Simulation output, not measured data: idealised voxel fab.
Process module in this document: voxel wiring stack
In the cross-section labelled cut, the width is 290 nm and each square cell is 5 nm.
Heads up, the way a cross-section reads in here is a grid of square cells, handed over as bands from the top down, with every band being one or more rows of cells. Basically the band line says how high the top is and how high the bottom is, in nm, and then what's in it from left to right, every material with its width in nm. Empty space shows up as "empty", and if a single material carries "all across" it runs the full band edge to edge. It should be noted that heights are counted from 0, beneath which the wafer as supplied is of one material throughout, and that the lowest band possesses no lower boundary but continues downward, as written in "0 and below". Quick explanation for "30->40": the width changes in equal steps down the rows of cells, from the first number in the band's top row to the second number in its bottom row. Take "remains unaltered" at face value: in the step it is given for, the cross-section changed in none of its cells. Closed-off voids of 8+ cells (no open route to the top) go in "Non-vented voids", written width x height at distance from the left edge, in nm. Anything after a step's settings on that line? It's the simulator's own note about the step. overlay nm: for a step with a mask, the amount by which the mask lay right of where it was planned; a negative amount means left of it.

-- These are the steps we planned for the process
1) RECEIVE | material Si
2) CONFORMAL_DEP | material SiO2 | thk nm 10
3) CONFORMAL_DEP | material SiCN | thk nm 5
4) DIRECTIONAL_DEP | material SiO2 | thk nm 25
5) MASKED_ETCH | tone open | mask id METAL_1 | width nm 20 | pitch nm 45 | etch materials SiO2 | depth nm 25 | overlay nm 0
6) MASKED_ETCH | tone open | mask id METAL_1 | width nm 20 | pitch nm 45 | etch materials SiCN | depth nm 5 | overlay nm 0
7) CONFORMAL_DEP | material TiN | thk nm 5
8) FILL_DEP | material Cu | thk nm 5
9) CMP | height nm 40
10) CONFORMAL_DEP | material SiCN | thk nm 5
11) DIRECTIONAL_DEP | material SiO2 | thk nm 30
12) MASKED_ETCH | tone open | mask id METAL_2 | width nm 20 | pitch nm 45 | etch materials SiO2 | depth nm 15 | overlay nm 0
13) PATTERN | tone open | mask id METAL_2_HOLES | material resist | width nm 15 | thk nm 15 | overlay nm 0
14) DIRECTIONAL_ETCH | etch materials SiO2 | depth nm 15
15) DIRECTIONAL_ETCH | etch materials SiCN | depth nm 5
16) STRIP | etch materials resist
17) CONFORMAL_DEP | material TiN | thk nm 5
18) FILL_DEP | material Cu | thk nm 5
19) CMP | height nm 75
20) CONFORMAL_DEP | material SiCN | thk nm 5
21) DIRECTIONAL_DEP | material lowk | thk nm 30
22) PATTERN | tone open | mask id METAL_3_HOLES | material resist | width nm 15 | pitch nm 45 | thk nm 20 | overlay nm 0
23) DIRECTIONAL_ETCH | etch materials lowk | depth nm 30
24) STRIP | etch materials resist
25) MASKED_ETCH | tone open | mask id METAL_3 | width nm 20 | pitch nm 45 | etch materials lowk | depth nm 15 | overlay nm 0
26) MASKED_ETCH | tone open | mask id METAL_3 | width nm 20 | pitch nm 45 | etch materials SiCN | depth nm 5 | overlay nm 0
27) CONFORMAL_DEP | material TiN | thk nm 5
28) FILL_DEP | material Ru | thk nm 5
29) CMP | height nm 110
30) CONFORMAL_DEP | material SiCN | thk nm 5
31) DIRECTIONAL_DEP | material lowk | thk nm 35
32) DIRECTIONAL_DEP | material aC | thk nm 10
33) PATTERN | tone open | mask id METAL_4_HOLES | material resist | width nm 15 | thk nm 25 | overlay nm 0
34) DIRECTIONAL_ETCH | etch materials aC | depth nm 10
35) STRIP | etch materials resist
36) DIRECTIONAL_ETCH | etch materials lowk | depth nm 35
37) STRIP | etch materials aC
38) PATTERN | tone open | mask id METAL_4 | material resist | width nm 20 | pitch nm 45 | thk nm 15 | overlay nm 0
39) DIRECTIONAL_ETCH | etch materials lowk | depth nm 20
40) DIRECTIONAL_ETCH | etch materials SiCN | depth nm 5
41) STRIP | etch materials resist
42) CONFORMAL_DEP | material TiN | thk nm 5
43) FILL_DEP | material Cu | thk nm 10
44) CMP | height nm 150
45) CONFORMAL_DEP | material SiN | thk nm 5

-- Cross-section of the wafer at receipt, which is the condition after step 1
- 0 and below  Si all across
- Non-vented voids: none

-- Cross-section at module end, one run error; start and plan unchanged from above
- 155 down to 150  SiN all across
- 150 down to 125  lowk (110) / TiN (5) / Cu (10) / TiN (5) / lowk (25) / TiN (5) / Cu (10) / TiN (5) / lowk (115)
- 125 down to 120  lowk (110) / TiN (5) / Cu (5) / TiN (10) / lowk (25) / TiN (20) / lowk (115)
- 120 down to 115  lowk (110) / TiN (5) / Cu (5) / TiN (5) / lowk (165)
- 115 down to 110  SiCN (110) / TiN (15) / SiCN (165)
- 110 down to 100  lowk (110) / TiN (5) / Ru (10) / TiN (5) / lowk (25) / TiN (5) / Ru (10) / TiN (5) / lowk (115)
- 100 down to 95  lowk (110) / TiN (5) / Ru (5) / TiN (10) / lowk (25) / TiN (5) / Ru (5) / TiN (10) / lowk (115)
- 95 down to 80  lowk (110) / TiN (5) / Ru (5) / TiN (5) / lowk (30) / TiN (5) / Ru (5) / TiN (5) / lowk (120)
- 80 down to 75  SiCN (110) / TiN (15) / SiCN (30) / TiN (15) / SiCN (120)
- 75 down to 65  SiO2 (110) / TiN (5) / Cu (10) / TiN (5) / SiO2 (25) / TiN (5) / Cu (10) / TiN (5) / SiO2 (115)
- 65 down to 60  SiO2 (110) / TiN (5) / Cu (5) / TiN (10) / SiO2 (25) / TiN (20) / SiO2 (115)
- 60 down to 45  SiO2 (110) / TiN (5) / Cu (5) / TiN (5) / SiO2 (165)
- 45 down to 40  SiCN (110) / TiN (15) / SiCN (165)
- 40 down to 15  SiO2 (110) / TiN (5) / Cu (10) / TiN (5) / SiO2 (25) / TiN (5) / Cu (10) / TiN (5) / SiO2 (115)
- 15 down to 10  SiCN (110) / TiN (20) / SiCN (25) / TiN (20) / SiCN (115)
- 10 down to 0  SiO2 all across
- 0 and below  Si all across
- Non-vented voids: none
Against the plan, the run slipped here: for step 39, the planned setting was not used; the step was instead run as DIRECTIONAL_ETCH | etch materials lowk | depth nm 30
